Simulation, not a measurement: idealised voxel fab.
Presented below is a process module, voxel transistor to metal.
The figure presents cross-section cut, which has a width of 150 nm and is divided into square cells with an edge length of 5 nm.
Heads up, the way a cross-section reads in here is a grid of square cells, handed over as bands from the top down, with every band being one or more rows of cells. Read a band's entry like this: the first values are the height of its top and the height of its bottom in nm, and what follows is the sequence of materials from left to right, each with its width in nm. Note that "air" is empty space, and that a single material marked "everywhere" reaches across the band from edge to edge. All heights in this document are referenced to 0, defined as the level beneath which the wafer, as received, consists entirely of one material. The lowest band is not bounded below; it extends indefinitely downward and is written in the form "0 nm and below". With a width like "30->40", each row of cells in the band differs from the next by the same amount, the top row carrying the first number and the bottom row the second. "remained unchanged" (step): cross-section cells unchanged, all of them. The entry "Enclosed void entries" lists the empty spaces that cover at least 8 cells and have no open path to the top. Each is written as width x height at distance, where the distance is measured from the left edge and all three values are in nm. Past the settings on a step's line: simulator remark, on that step. overlay nm: on a step with a mask, how far right of its planned place the mask lay; negative means left.
## Process steps - plan
- 1: RECEIVE (material Si)
- 2: OXIDIZE (depth nm 5)
- 3: CONFORMAL_DEP (material SiN; thk nm 10)
- 4: MASKED_ETCH (tone cover; mask id ACTIVE; width nm 110; etch materials SiN; depth nm 10; overlay nm 0)
- 5: MASKED_ETCH (tone cover; mask id ACTIVE; width nm 110; etch materials SiO2; depth nm 5; overlay nm 0)
- 6: MASKED_ETCH (tone cover; mask id ACTIVE; width nm 110; etch materials Si; depth nm 30; overlay nm 0)
- 7: OXIDIZE (depth nm 5)
- 8: FILL_DEP (material SiO2; thk nm 10)
- 9: CMP (height nm 10)
- 10: SELECTIVE_ETCH (etch materials SiO2; depth nm 5)
- 11: STRIP (etch materials SiN)
- 12: SELECTIVE_ETCH (etch materials SiO2; depth nm 5)
- 13: OXIDIZE (depth nm 5)
- 14: DIRECTIONAL_DEP (material polySi; thk nm 25)
- 15: DIRECTIONAL_DEP (material SiCN; thk nm 10)
- 16: PATTERN (tone cover; mask id GATE; material resist; width nm 30; thk nm 20; overlay nm 0)
- 17: DIRECTIONAL_ETCH (etch materials SiCN; depth nm 20)
- 18: DIRECTIONAL_ETCH (etch materials polySi; depth nm 35)
- 19: STRIP (etch materials resist)
- 20: CONFORMAL_DEP (material SiN; thk nm 10)
- 21: DIRECTIONAL_ETCH (etch materials SiN; depth nm 10)
- 22: DIRECTIONAL_ETCH (etch materials SiO2; depth nm 5)
- 23: EPI (material SiGe; thk nm 5)
- 24: FILL_DEP (material SiO2; thk nm 5)
- 25: CMP (height nm 20)
- 26: STRIP (etch materials polySi)
- 27: SELECTIVE_ETCH (etch materials SiO2; depth nm 5)
- 28: CONFORMAL_DEP (material HfO2; thk nm 5)
- 29: CONFORMAL_DEP (material TiN; thk nm 5)
- 30: FILL_DEP (material W; thk nm 10)
- 31: CMP (height nm 15)
- 32: DIRECTIONAL_DEP (material SiO2; thk nm 10)
- 33: MASKED_ETCH (tone open; mask id CONTACT; width nm 20; pitch nm 80; etch materials SiO2; depth nm 30; overlay nm 0)
- 34: CONFORMAL_DEP (material TiN; thk nm 5)
- 35: FILL_DEP (material W; thk nm 10)
- 36: CMP (height nm 25)
- 37: DIRECTIONAL_DEP (material TiN; thk nm 5)
- 38: DIRECTIONAL_DEP (material W; thk nm 20)
- 39: DIRECTIONAL_DEP (material aC; thk nm 15)
- 40: PATTERN (tone cover; mask id METAL_1; material resist; width nm 20; pitch nm 80; thk nm 35; overlay nm 0)
- 41: DIRECTIONAL_ETCH (etch materials aC; depth nm 15)
- 42: STRIP (etch materials resist)
- 43: DIRECTIONAL_ETCH (etch materials W; depth nm 20)
- 44: DIRECTIONAL_ETCH (etch materials TiN; depth nm 5)
- 45: STRIP (etch materials aC)
- 46: CONFORMAL_DEP (material SiN; thk nm 5)
- 47: FILL_DEP (material lowk; thk nm 10)
- 48: CMP (height nm 50)
- 49: CONFORMAL_DEP (material SiN; thk nm 5)
## Incoming wafer in cross-section (state: after step 1)
> 0 nm and below = Si everywhere
> Enclosed void entries: none
## a wafer at the end: this start, this plan, one mistake
> 55 nm to 50 nm = SiN everywhere
> 50 nm to 30 nm = lowk 20 nm; SiN 5 nm; W 20 nm; SiN 5 nm; lowk 50 nm; SiN 5 nm; W 20 nm; SiN 5 nm; lowk 20 nm
> 30 nm to 25 nm = SiN 25 nm; TiN 20 nm; SiN 60 nm; TiN 20 nm; SiN 25 nm
> 25 nm to 15 nm = SiO2 25 nm; TiN 5 nm; W 10 nm; TiN 5 nm; SiO2 60 nm; TiN 5 nm; W 10 nm; TiN 5 nm; SiO2 25 nm
> 15 nm to 0 nm = SiO2 25 nm; TiN 5 nm; W 10 nm; TiN 5 nm; SiO2 5 nm; SiN 10 nm; HfO2 5 nm; TiN 5 nm; W 10 nm; TiN 5 nm; HfO2 5 nm; SiN 10 nm; SiO2 5 nm; TiN 5 nm; W 10 nm; TiN 5 nm; SiO2 25 nm
> 0 nm to -5 nm = SiO2 15 nm; SiN 10 nm; TiN 20 nm; SiO2 5 nm; SiN 10 nm; HfO2 5 nm; TiN 20 nm; HfO2 5 nm; SiN 10 nm; SiO2 5 nm; TiN 20 nm; SiN 10 nm; SiO2 15 nm
> -5 nm to -10 nm = SiO2 25 nm; SiGe 25 nm; SiO2 5 nm; HfO2 40 nm; SiO2 5 nm; SiGe 25 nm; SiO2 25 nm
> -10 nm to -70 nm = SiO2 25 nm; Si 100 nm; SiO2 25 nm
> -70 nm and below = Si everywhere
> Enclosed void entries: none
Against the plan, the run slipped here: step 6, plan: ran twice
